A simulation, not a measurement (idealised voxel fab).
The document below concerns the process module designated voxel transistor to metal.
The width of the displayed cross-section, cut, is 150 nm; its cells are square, with a size of 5 nm.
Heads up, the way a cross-section reads in here is a grid of square cells, handed over as bands from the top down, with every band being one or more rows of cells. Within each band entry, the heights of the top and of the bottom of the band appear first, in that order and in nm; the materials of the band then follow from left to right, each with its corresponding width in nm. The designation "full width" on a single material indicates that it fills the band from edge to edge; the designation "blank" indicates empty space. The level at which height equals 0 is the one under which the wafer, as it arrives, is entirely one material. No lower edge exists for the bottom band, which continues downward and is notated as in "0..down". So if you see something like "30..40" for the width, read it as the top row of the band sitting at the first number and the bottom row at the second, with every row in between moving by the same amount as the last. The designation "nothing got changed", where it is given for a processing step, indicates that no cell of the cross-section was altered in the course of that step. "Internal closed voids" contains a list of empty spaces, each no smaller than 8 cells and without an open way to the top, written in the form width x height at distance with the distance from the left edge and all three in nm. Post-settings text on a step line: simulator's own remark regarding the step. On any step carrying a mask, the "overlay nm" setting, if present on the step's line, tells how far right of its planned place the mask lay; negative values point to the left.
### Below is the list of planned process steps
| 1 | RECEIVE: material Si |
| 2 | CONFORMAL_DEP: material SiO2, thk nm 5 |
| 3 | CONFORMAL_DEP: material SiN, thk nm 15 |
| 4 | DIRECTIONAL_DEP: material aC, thk nm 10 |
| 5 | PATTERN: tone cover, mask id ACTIVE, material resist, width nm 105, thk nm 30, overlay nm 0 |
| 6 | DIRECTIONAL_ETCH: etch materials aC, depth nm 10 |
| 7 | STRIP: etch materials resist |
| 8 | DIRECTIONAL_ETCH: etch materials SiN, depth nm 15 |
| 9 | DIRECTIONAL_ETCH: etch materials SiO2, depth nm 5 |
| 10 | DIRECTIONAL_ETCH: etch materials Si, depth nm 35 |
| 11 | STRIP: etch materials aC |
| 12 | OXIDIZE: depth nm 5 |
| 13 | FILL_DEP: material SiO2, thk nm 5 |
| 14 | CMP: height nm 20 |
| 15 | SELECTIVE_ETCH: etch materials SiO2, depth nm 5 |
| 16 | STRIP: etch materials SiN |
| 17 | SELECTIVE_ETCH: etch materials SiO2, depth nm 5 |
| 18 | OXIDIZE: depth nm 5 |
| 19 | DIRECTIONAL_DEP: material polySi, thk nm 20 |
| 20 | DIRECTIONAL_DEP: material SiCN, thk nm 15 |
| 21 | MASKED_ETCH: tone cover, mask id GATE, width nm 25, etch materials SiCN, depth nm 25, overlay nm 0 |
| 22 | MASKED_ETCH: tone cover, mask id GATE, width nm 25, etch materials polySi, depth nm 30, overlay nm 0 |
| 23 | CONFORMAL_DEP: material SiO2, thk nm 5 |
| 24 | DIRECTIONAL_ETCH: etch materials SiO2, depth nm 5 |
| 25 | CONFORMAL_DEP: material SiN, thk nm 5 |
| 26 | DIRECTIONAL_ETCH: etch materials SiN, depth nm 5 |
| 27 | DIRECTIONAL_ETCH: etch materials SiO2, depth nm 5 |
| 28 | DIRECTIONAL_ETCH: etch materials Si, depth nm 10 |
| 29 | EPI: material pSi, thk nm 15 |
| 30 | FILL_DEP: material SiO2, thk nm 10 |
| 31 | CMP: height nm 35 |
| 32 | DIRECTIONAL_DEP: material SiO2, thk nm 10 |
| 33 | PATTERN: tone open, mask id CONTACT, material resist, width nm 30, pitch nm 65, thk nm 15, overlay nm 0 |
| 34 | DIRECTIONAL_ETCH: etch materials SiO2, depth nm 45 |
| 35 | STRIP: etch materials resist |
| 36 | CONFORMAL_DEP: material TiN, thk nm 5 |
| 37 | FILL_DEP: material W, thk nm 5 |
| 38 | CMP: height nm 45 |
| 39 | DIRECTIONAL_DEP: material TiN, thk nm 5 |
| 40 | DIRECTIONAL_DEP: material W, thk nm 15 |
| 41 | PATTERN: tone cover, mask id METAL_1, material resist, width nm 20, pitch nm 75, thk nm 20, overlay nm 0 |
| 42 | DIRECTIONAL_ETCH: etch materials W, depth nm 15 |
| 43 | DIRECTIONAL_ETCH: etch materials TiN, depth nm 5 |
| 44 | STRIP: etch materials resist |
| 45 | FILL_DEP: material lowk, thk nm 10 |
| 46 | CMP: height nm 65 |
| 47 | CONFORMAL_DEP: material SiCN, thk nm 5 |
### On the first of the two wafers: run conducted according to plan
### Cross-section of the wafer as it came to us, i.e., already through step 1
  0..down | Si full width
  Internal closed voids: none
### Take a look at the wafer's cross-section after step 2
  5..0 | SiO2 full width
  Rest of section, below 0: as before.
### Take a look at the wafer's cross-section after step 3
  20..5 | SiN full width
  Rest of section, below 5: as before.
### Take a look at the wafer's cross-section after step 4
  30..20 | aC full width
  Rest of section, below 20: as before.
### Take a look at the wafer's cross-section after step 5
  60..30 | blank: 20, then resist: 105, then blank: 25
  Rest of section, below 30: as before.
### Take a look at the wafer's cross-section after step 6
  50..30 | blank: 20, then resist: 105, then blank: 25
  30..20 | blank: 20, then aC: 105, then blank: 25
  Rest of section, below 20: as before.
### Take a look at the wafer's cross-section after step 7
  30..20 | blank: 20, then aC: 105, then blank: 25
  Rest of section, below 20: as before.
### Take a look at the wafer's cross-section after step 8
  30..20 | blank: 20, then aC: 105, then blank: 25
  20..5 | blank: 20, then SiN: 105, then blank: 25
  Rest of section, below 5: as before.
### Take a look at the wafer's cross-section after step 9
  30..20 | blank: 20, then aC: 105, then blank: 25
  20..5 | blank: 20, then SiN: 105, then blank: 25
  5..0 | blank: 20, then SiO2: 105, then blank: 25
  Rest of section, below 0: as before.
### Take a look at the wafer's cross-section after step 10
  30..20 | blank: 20, then aC: 105, then blank: 25
  20..5 | blank: 20, then SiN: 105, then blank: 25
  5..0 | blank: 20, then SiO2: 105, then blank: 25
  0..-35 | blank: 20, then Si: 105, then blank: 25
  Rest of section, below -35: as before.
### Take a look at the wafer's cross-section after step 11
  20..5 | blank: 20, then SiN: 105, then blank: 25
  Rest of section, below 5: as before.
### Take a look at the wafer's cross-section after step 12
  20..5 | blank: 20, then SiN: 105, then blank: 25
  5..0 | blank: 20, then SiO2: 105, then blank: 25
  0..-35 | blank: 20, then SiO2: 5, then Si: 95, then SiO2: 5, then blank: 25
  -35..-40 | SiO2: 25, then Si: 95, then SiO2: 30
  Rest of section, below -40: as before.
### Take a look at the wafer's cross-section after step 13
  25..20 | SiO2 full width
  20..5 | SiO2: 20, then SiN: 105, then SiO2: 25
  5..0 | SiO2 full width
  0..-40 | SiO2: 25, then Si: 95, then SiO2: 30
  Rest of section, below -40: as before.
### Take a look at the wafer's cross-section after step 14
  20..5 | SiO2: 20, then SiN: 105, then SiO2: 25
  Rest of section, below 5: as before.
### Take a look at the wafer's cross-section after step 15
  20..15 | blank: 20, then SiN: 105, then blank: 25
  Rest of section, below 15: as before.
### Take a look at the wafer's cross-section after step 16
  15..5 | SiO2: 20, then blank: 105, then SiO2: 25
  Rest of section, below 5: as before.
### Take a look at the wafer's cross-section after step 17
  10..0 | SiO2: 15, then blank: 115, then SiO2: 20
  Rest of section, below 0: as before.
### Take a look at the wafer's cross-section after step 18
  10..0 | SiO2: 15, then blank: 115, then SiO2: 20
  0..-5 | SiO2 full width
  Rest of section, below -5: as before.
### Take a look at the wafer's cross-section after step 19
  30..20 | polySi: 15, then blank: 115, then polySi: 20
  20..10 | polySi full width
  10..0 | SiO2: 15, then polySi: 115, then SiO2: 20
  Rest of section, below 0: as before.
### Take a look at the wafer's cross-section after step 20
  45..35 | SiCN: 15, then blank: 115, then SiCN: 20
  35..30 | SiCN full width
  30..20 | polySi: 15, then SiCN: 115, then polySi: 20
  Rest of section, below 20: as before.
### Take a look at the wafer's cross-section after step 21
  35..30 | blank: 60, then SiCN: 25, then blank: 65
  30..20 | polySi: 15, then blank: 45, then SiCN: 25, then blank: 45, then polySi: 20
  Rest of section, below 20: as before.
### Take a look at the wafer's cross-section after step 22
  35..20 | blank: 60, then SiCN: 25, then blank: 65
  20..10 | blank: 60, then polySi: 25, then blank: 65
  10..0 | SiO2: 15, then blank: 45, then polySi: 25, then blank: 45, then SiO2: 20
  Rest of section, below 0: as before.
### Take a look at the wafer's cross-section after step 23
  40..35 | blank: 55, then SiO2: 35, then blank: 60
  35..20 | blank: 55, then SiO2: 5, then SiCN: 25, then SiO2: 5, then blank: 60
  20..15 | blank: 55, then SiO2: 5, then polySi: 25, then SiO2: 5, then blank: 60
  15..5 | SiO2: 20, then blank: 35, then SiO2: 5, then polySi: 25, then SiO2: 5, then blank: 35, then SiO2: 25
  5..0 | SiO2: 60, then polySi: 25, then SiO2: 65
  Rest of section, below 0: as before.
### Take a look at the wafer's cross-section after step 24
  35..20 | blank: 55, then SiO2: 5, then SiCN: 25, then SiO2: 5, then blank: 60
  20..10 | blank: 55, then SiO2: 5, then polySi: 25, then SiO2: 5, then blank: 60
  10..0 | SiO2: 20, then blank: 35, then SiO2: 5, then polySi: 25, then SiO2: 5, then blank: 35, then SiO2: 25
  Rest of section, below 0: as before.
### Take a look at the wafer's cross-section after step 25
  40..35 | blank: 50, then SiN: 45, then blank: 55
  35..20 | blank: 50, then SiN: 5, then SiO2: 5, then SiCN: 25, then SiO2: 5, then SiN: 5, then blank: 55
  20..15 | blank: 50, then SiN: 5, then SiO2: 5, then polySi: 25, then SiO2: 5, then SiN: 5, then blank: 55
  15..10 | SiN: 25, then blank: 25, then SiN: 5, then SiO2: 5, then polySi: 25, then SiO2: 5, then SiN: 5, then blank: 25, then SiN: 30
  10..5 | SiO2: 20, then SiN: 5, then blank: 25, then SiN: 5, then SiO2: 5, then polySi: 25, then SiO2: 5, then SiN: 5, then blank: 25, then SiN: 5, then SiO2: 25
  5..0 | SiO2: 20, then SiN: 35, then SiO2: 5, then polySi: 25, then SiO2: 5, then SiN: 35, then SiO2: 25
  Rest of section, below 0: as before.
### Take a look at the wafer's cross-section after step 26
  35..20 | blank: 50, then SiN: 5, then SiO2: 5, then SiCN: 25, then SiO2: 5, then SiN: 5, then blank: 55
  20..10 | blank: 50, then SiN: 5, then SiO2: 5, then polySi: 25, then SiO2: 5, then SiN: 5, then blank: 55
  10..0 | SiO2: 20, then SiN: 5, then blank: 25, then SiN: 5, then SiO2: 5, then polySi: 25, then SiO2: 5, then SiN: 5, then blank: 25, then SiN: 5, then SiO2: 25
  Rest of section, below 0: as before.
### Take a look at the wafer's cross-section after step 27
  35..30 | blank: 50, then SiN: 5, then blank: 5, then SiCN: 25, then blank: 5, then SiN: 5, then blank: 55
  30..20 | blank: 50, then SiN: 5, then SiO2: 5, then SiCN: 25, then SiO2: 5, then SiN: 5, then blank: 55
  20..10 | blank: 50, then SiN: 5, then SiO2: 5, then polySi: 25, then SiO2: 5, then SiN: 5, then blank: 55
  10..5 | blank: 20, then SiN: 5, then blank: 25, then SiN: 5, then SiO2: 5, then polySi: 25, then SiO2: 5, then SiN: 5, then blank: 25, then SiN: 5, then blank: 25
  5..0 | SiO2: 20, then SiN: 5, then blank: 25, then SiN: 5, then SiO2: 5, then polySi: 25, then SiO2: 5, then SiN: 5, then blank: 25, then SiN: 5, then SiO2: 25
  0..-5 | SiO2: 25, then blank: 25, then SiO2: 45, then blank: 25, then SiO2: 30
  Rest of section, below -5: as before.
### Take a look at the wafer's cross-section after step 28
  35..30 | blank: 50, then SiN: 5, then blank: 5, then SiCN: 25, then blank: 5, then SiN: 5, then blank: 55
  30..20 | blank: 50, then SiN: 5, then SiO2: 5, then SiCN: 25, then SiO2: 5, then SiN: 5, then blank: 55
  20..10 | blank: 50, then SiN: 5, then SiO2: 5, then polySi: 25, then SiO2: 5, then SiN: 5, then blank: 55
  10..5 | blank: 20, then SiN: 5, then blank: 25, then SiN: 5, then SiO2: 5, then polySi: 25, then SiO2: 5, then SiN: 5, then blank: 25, then SiN: 5, then blank: 25
  5..0 | SiO2: 20, then SiN: 5, then blank: 25, then SiN: 5, then SiO2: 5, then polySi: 25, then SiO2: 5, then SiN: 5, then blank: 25, then SiN: 5, then SiO2: 25
  0..-5 | SiO2: 25, then blank: 25, then SiO2: 45, then blank: 25, then SiO2: 30
  -5..-15 | SiO2: 25, then blank: 25, then Si: 45, then blank: 25, then SiO2: 30
  Rest of section, below -15: as before.
### Take a look at the wafer's cross-section after step 29
  35..30 | blank: 50, then SiN: 5, then blank: 5, then SiCN: 25, then blank: 5, then SiN: 5, then blank: 55
  30..20 | blank: 50, then SiN: 5, then SiO2: 5, then SiCN: 25, then SiO2: 5, then SiN: 5, then blank: 55
  20..10 | blank: 50, then SiN: 5, then SiO2: 5, then polySi: 25, then SiO2: 5, then SiN: 5, then blank: 55
  10..5 | blank: 20, then SiN: 5, then blank: 10, then pSi: 15, then SiN: 5, then SiO2: 5, then polySi: 25, then SiO2: 5, then SiN: 5, then pSi: 15, then blank: 10, then SiN: 5, then blank: 25
  5..0 | SiO2: 20, then SiN: 5, then blank: 10, then pSi: 15, then SiN: 5, then SiO2: 5, then polySi: 25, then SiO2: 5, then SiN: 5, then pSi: 15, then blank: 10, then SiN: 5, then SiO2: 25
  0..-5 | SiO2: 25, then pSi: 25, then SiO2: 45, then pSi: 25, then SiO2: 30
  -5..-15 | SiO2: 25, then pSi: 25, then Si: 45, then pSi: 25, then SiO2: 30
  Rest of section, below -15: as before.
### Take a look at the wafer's cross-section after step 30
  45..35 | SiO2 full width
  35..20 | SiO2: 50, then SiN: 5, then SiO2: 5, then SiCN: 25, then SiO2: 5, then SiN: 5, then SiO2: 55
  20..10 | SiO2: 50, then SiN: 5, then SiO2: 5, then polySi: 25, then SiO2: 5, then SiN: 5, then SiO2: 55
  10..0 | SiO2: 20, then SiN: 5, then SiO2: 10, then pSi: 15, then SiN: 5, then SiO2: 5, then polySi: 25, then SiO2: 5, then SiN: 5, then pSi: 15, then SiO2: 10, then SiN: 5, then SiO2: 25
  Rest of section, below 0: as before.
### Take a look at the wafer's cross-section after step 31
  35..20 | SiO2: 50, then SiN: 5, then SiO2: 5, then SiCN: 25, then SiO2: 5, then SiN: 5, then SiO2: 55
  Rest of section, below 20: as before.
### Take a look at the wafer's cross-section after step 32
  45..35 | SiO2 full width
  Rest of section, below 35: as before.
### Take a look at the wafer's cross-section after step 33
  60..45 | resist: 25, then blank: 30, then resist: 35, then blank: 30, then resist: 30
  Rest of section, below 45: as before.
### Take a look at the wafer's cross-section after step 34
  60..45 | resist: 25, then blank: 30, then resist: 35, then blank: 30, then resist: 30
  45..35 | SiO2: 25, then blank: 30, then SiO2: 35, then blank: 30, then SiO2: 30
  35..20 | SiO2: 25, then blank: 25, then SiN: 5, then SiO2: 5, then SiCN: 25, then SiO2: 5, then SiN: 5, then blank: 25, then SiO2: 30
  20..10 | SiO2: 25, then blank: 25, then SiN: 5, then SiO2: 5, then polySi: 25, then SiO2: 5, then SiN: 5, then blank: 25, then SiO2: 30
  10..0 | SiO2: 20, then SiN: 5, then blank: 10, then pSi: 15, then SiN: 5, then SiO2: 5, then polySi: 25, then SiO2: 5, then SiN: 5, then pSi: 15, then blank: 10, then SiN: 5, then SiO2: 25
  Rest of section, below 0: as before.
### Take a look at the wafer's cross-section after step 35
  45..35 | SiO2: 25, then blank: 30, then SiO2: 35, then blank: 30, then SiO2: 30
  Rest of section, below 35: as before.
### Take a look at the wafer's cross-section after step 36
  50..45 | TiN: 30, then blank: 20, then TiN: 45, then blank: 20, then TiN: 35
  45..35 | SiO2: 25, then TiN: 5, then blank: 20..15, then TiN: 5..10, then SiO2: 35, then TiN: 5..10, then blank: 20..15, then TiN: 5, then SiO2: 30
  35..20 | SiO2: 25, then TiN: 5, then blank: 15, then TiN: 5, then SiN: 5, then SiO2: 5, then SiCN: 25, then SiO2: 5, then SiN: 5, then TiN: 5, then blank: 15, then TiN: 5, then SiO2: 30
  20..15 | SiO2: 25, then TiN: 5, then blank: 15, then TiN: 5, then SiN: 5, then SiO2: 5, then polySi: 25, then SiO2: 5, then SiN: 5, then TiN: 5, then blank: 15, then TiN: 5, then SiO2: 30
  15..10 | SiO2: 25, then TiN: 25, then SiN: 5, then SiO2: 5, then polySi: 25, then SiO2: 5, then SiN: 5, then TiN: 25, then SiO2: 30
  10..0 | SiO2: 20, then SiN: 5, then TiN: 10, then pSi: 15, then SiN: 5, then SiO2: 5, then polySi: 25, then SiO2: 5, then SiN: 5, then pSi: 15, then TiN: 10, then SiN: 5, then SiO2: 25
  Rest of section, below 0: as before.
### Take a look at the wafer's cross-section after step 37
  55..50 | W full width
  50..45 | TiN: 30, then W: 20, then TiN: 45, then W: 20, then TiN: 35
  45..35 | SiO2: 25, then TiN: 5, then W: 20..15, then TiN: 5..10, then SiO2: 35, then TiN: 5..10, then W: 20..15, then TiN: 5, then SiO2: 30
  35..20 | SiO2: 25, then TiN: 5, then W: 15, then TiN: 5, then SiN: 5, then SiO2: 5, then SiCN: 25, then SiO2: 5, then SiN: 5, then TiN: 5, then W: 15, then TiN: 5, then SiO2: 30
  20..15 | SiO2: 25, then TiN: 5, then W: 15, then TiN: 5, then SiN: 5, then SiO2: 5, then polySi: 25, then SiO2: 5, then SiN: 5, then TiN: 5, then W: 15, then TiN: 5, then SiO2: 30
  Rest of section, below 15: as before.
### Take a look at the wafer's cross-section after step 38
  45..35 | SiO2: 25, then TiN: 5, then W: 20..15, then TiN: 5..10, then SiO2: 35, then TiN: 5..10, then W: 20..15, then TiN: 5, then SiO2: 30
  Rest of section, below 35: as before.
### Take a look at the wafer's cross-section after step 39
  50..45 | TiN full width
  Rest of section, below 45: as before.
### Take a look at the wafer's cross-section after step 40
  65..50 | W full width
  Rest of section, below 50: as before.
### Take a look at the wafer's cross-section after step 41
  85..65 | blank: 25, then resist: 20, then blank: 55, then resist: 20, then blank: 30
  Rest of section, below 65: as before.
### Take a look at the wafer's cross-section after step 42
  85..65 | blank: 25, then resist: 20, then blank: 55, then resist: 20, then blank: 30
  65..50 | blank: 25, then W: 20, then blank: 55, then W: 20, then blank: 30
  Rest of section, below 50: as before.
### Take a look at the wafer's cross-section after step 43
  85..65 | blank: 25, then resist: 20, then blank: 55, then resist: 20, then blank: 30
  65..50 | blank: 25, then W: 20, then blank: 55, then W: 20, then blank: 30
  50..45 | blank: 25, then TiN: 20, then blank: 55, then TiN: 20, then blank: 30
  Rest of section, below 45: as before.
### Take a look at the wafer's cross-section after step 44
  65..50 | blank: 25, then W: 20, then blank: 55, then W: 20, then blank: 30
  Rest of section, below 50: as before.
### Take a look at the wafer's cross-section after step 45
  75..65 | lowk full width
  65..50 | lowk: 25, then W: 20, then lowk: 55, then W: 20, then lowk: 30
  50..45 | lowk: 25, then TiN: 20, then lowk: 55, then TiN: 20, then lowk: 30
  Rest of section, below 45: as before.
### Take a look at the wafer's cross-section after step 46
  65..50 | lowk: 25, then W: 20, then lowk: 55, then W: 20, then lowk: 30
  Rest of section, below 50: as before.
### Take a look at the wafer's cross-section after step 47
  70..65 | SiCN full width
  Rest of section, below 65: as before.
### Second wafer: same start and same plan as the first, one execution error; identical to the first through step 28
### Second wafer at the planned finish of step 29, seen in cross-section
  35..30 | blank: 50, then SiN: 5, then blank: 5, then SiCN: 25, then blank: 5, then SiN: 5, then blank: 55
  30..20 | blank: 50, then SiN: 5, then SiO2: 5, then SiCN: 25, then SiO2: 5, then SiN: 5, then blank: 55
  20..10 | blank: 25, then pSi: 25, then SiN: 5, then SiO2: 5, then polySi: 25, then SiO2: 5, then SiN: 5, then pSi: 25, then blank: 30
  10..5 | blank: 20, then SiN: 5, then pSi: 25, then SiN: 5, then SiO2: 5, then polySi: 25, then SiO2: 5, then SiN: 5, then pSi: 25, then SiN: 5, then blank: 25
  5..0 | SiO2: 20, then SiN: 5, then pSi: 25, then SiN: 5, then SiO2: 5, then polySi: 25, then SiO2: 5, then SiN: 5, then pSi: 25, then SiN: 5, then SiO2: 25
  0..-5 | SiO2: 25, then pSi: 25, then SiO2: 45, then pSi: 25, then SiO2: 30
  -5..-15 | SiO2: 25, then pSi: 25, then Si: 45, then pSi: 25, then SiO2: 30
  Rest of section, below -15: as before.
### Second wafer at the planned finish of step 30, seen in cross-section
  45..35 | SiO2 full width
  35..20 | SiO2: 50, then SiN: 5, then SiO2: 5, then SiCN: 25, then SiO2: 5, then SiN: 5, then SiO2: 55
  20..10 | SiO2: 25, then pSi: 25, then SiN: 5, then SiO2: 5, then polySi: 25, then SiO2: 5, then SiN: 5, then pSi: 25, then SiO2: 30
  10..0 | SiO2: 20, then SiN: 5, then pSi: 25, then SiN: 5, then SiO2: 5, then polySi: 25, then SiO2: 5, then SiN: 5, then pSi: 25, then SiN: 5, then SiO2: 25
  Rest of section, below 0: as before.
### Second wafer at the planned finish of step 31, seen in cross-section
  35..20 | SiO2: 50, then SiN: 5, then SiO2: 5, then SiCN: 25, then SiO2: 5, then SiN: 5, then SiO2: 55
  Rest of section, below 20: as before.
### Second wafer at the planned finish of step 32, seen in cross-section
  45..35 | SiO2 full width
  Rest of section, below 35: as before.
### Second wafer at the planned finish of step 33, seen in cross-section
  60..45 | resist: 25, then blank: 30, then resist: 35, then blank: 30, then resist: 30
  Rest of section, below 45: as before.
### Second wafer at the planned finish of step 34, seen in cross-section
  60..45 | resist: 25, then blank: 30, then resist: 35, then blank: 30, then resist: 30
  45..35 | SiO2: 25, then blank: 30, then SiO2: 35, then blank: 30, then SiO2: 30
  35..20 | SiO2: 25, then blank: 25, then SiN: 5, then SiO2: 5, then SiCN: 25, then SiO2: 5, then SiN: 5, then blank: 25, then SiO2: 30
  Rest of section, below 20: as before.
### Second wafer at the planned finish of step 35, seen in cross-section
  45..35 | SiO2: 25, then blank: 30, then SiO2: 35, then blank: 30, then SiO2: 30
  Rest of section, below 35: as before.
### Second wafer at the planned finish of step 36, seen in cross-section
  50..45 | TiN: 30, then blank: 20, then TiN: 45, then blank: 20, then TiN: 35
  45..35 | SiO2: 25, then TiN: 5, then blank: 20..15, then TiN: 5..10, then SiO2: 35, then TiN: 5..10, then blank: 20..15, then TiN: 5, then SiO2: 30
  35..25 | SiO2: 25, then TiN: 5, then blank: 15, then TiN: 5, then SiN: 5, then SiO2: 5, then SiCN: 25, then SiO2: 5, then SiN: 5, then TiN: 5, then blank: 15, then TiN: 5, then SiO2: 30
  25..20 | SiO2: 25, then TiN: 25, then SiN: 5, then SiO2: 5, then SiCN: 25, then SiO2: 5, then SiN: 5, then TiN: 25, then SiO2: 30
  Rest of section, below 20: as before.
### Second wafer at the planned finish of step 37, seen in cross-section
  55..50 | W full width
  50..45 | TiN: 30, then W: 20, then TiN: 45, then W: 20, then TiN: 35
  45..35 | SiO2: 25, then TiN: 5, then W: 20..15, then TiN: 5..10, then SiO2: 35, then TiN: 5..10, then W: 20..15, then TiN: 5, then SiO2: 30
  35..25 | SiO2: 25, then TiN: 5, then W: 15, then TiN: 5, then SiN: 5, then SiO2: 5, then SiCN: 25, then SiO2: 5, then SiN: 5, then TiN: 5, then W: 15, then TiN: 5, then SiO2: 30
  Rest of section, below 25: as before.
### Second wafer at the planned finish of step 38, seen in cross-section
  45..35 | SiO2: 25, then TiN: 5, then W: 20..15, then TiN: 5..10, then SiO2: 35, then TiN: 5..10, then W: 20..15, then TiN: 5, then SiO2: 30
  Rest of section, below 35: as before.
### Second wafer at the planned finish of step 39, seen in cross-section
  50..45 | TiN full width
  Rest of section, below 45: as before.
### Second wafer at the planned finish of step 40, seen in cross-section
  65..50 | W full width
  Rest of section, below 50: as before.
### Second wafer at the planned finish of step 41, seen in cross-section
  85..65 | blank: 25, then resist: 20, then blank: 55, then resist: 20, then blank: 30
  Rest of section, below 65: as before.
### Second wafer at the planned finish of step 42, seen in cross-section
  85..65 | blank: 25, then resist: 20, then blank: 55, then resist: 20, then blank: 30
  65..50 | blank: 25, then W: 20, then blank: 55, then W: 20, then blank: 30
  Rest of section, below 50: as before.
### Second wafer at the planned finish of step 43, seen in cross-section
  85..65 | blank: 25, then resist: 20, then blank: 55, then resist: 20, then blank: 30
  65..50 | blank: 25, then W: 20, then blank: 55, then W: 20, then blank: 30
  50..45 | blank: 25, then TiN: 20, then blank: 55, then TiN: 20, then blank: 30
  Rest of section, below 45: as before.
### Second wafer at the planned finish of step 44, seen in cross-section
  65..50 | blank: 25, then W: 20, then blank: 55, then W: 20, then blank: 30
  Rest of section, below 50: as before.
### Second wafer at the planned finish of step 45, seen in cross-section
  75..65 | lowk full width
  65..50 | lowk: 25, then W: 20, then lowk: 55, then W: 20, then lowk: 30
  50..45 | lowk: 25, then TiN: 20, then lowk: 55, then TiN: 20, then lowk: 30
  Rest of section, below 45: as before.
### Second wafer at the planned finish of step 46, seen in cross-section
  65..50 | lowk: 25, then W: 20, then lowk: 55, then W: 20, then lowk: 30
  Rest of section, below 50: as before.
### Second wafer at the planned finish of step 47, seen in cross-section
  70..65 | SiCN full width
  Rest of section, below 65: as before.
Processing error: step 29 was not run as planned; what actually ran was EPI: material pSi, thk nm 25
Final comparison by cell count, materials where the second wafer has more or fewer than the first: 16 fewer of TiN; 12 fewer of W; 28 more of pSi
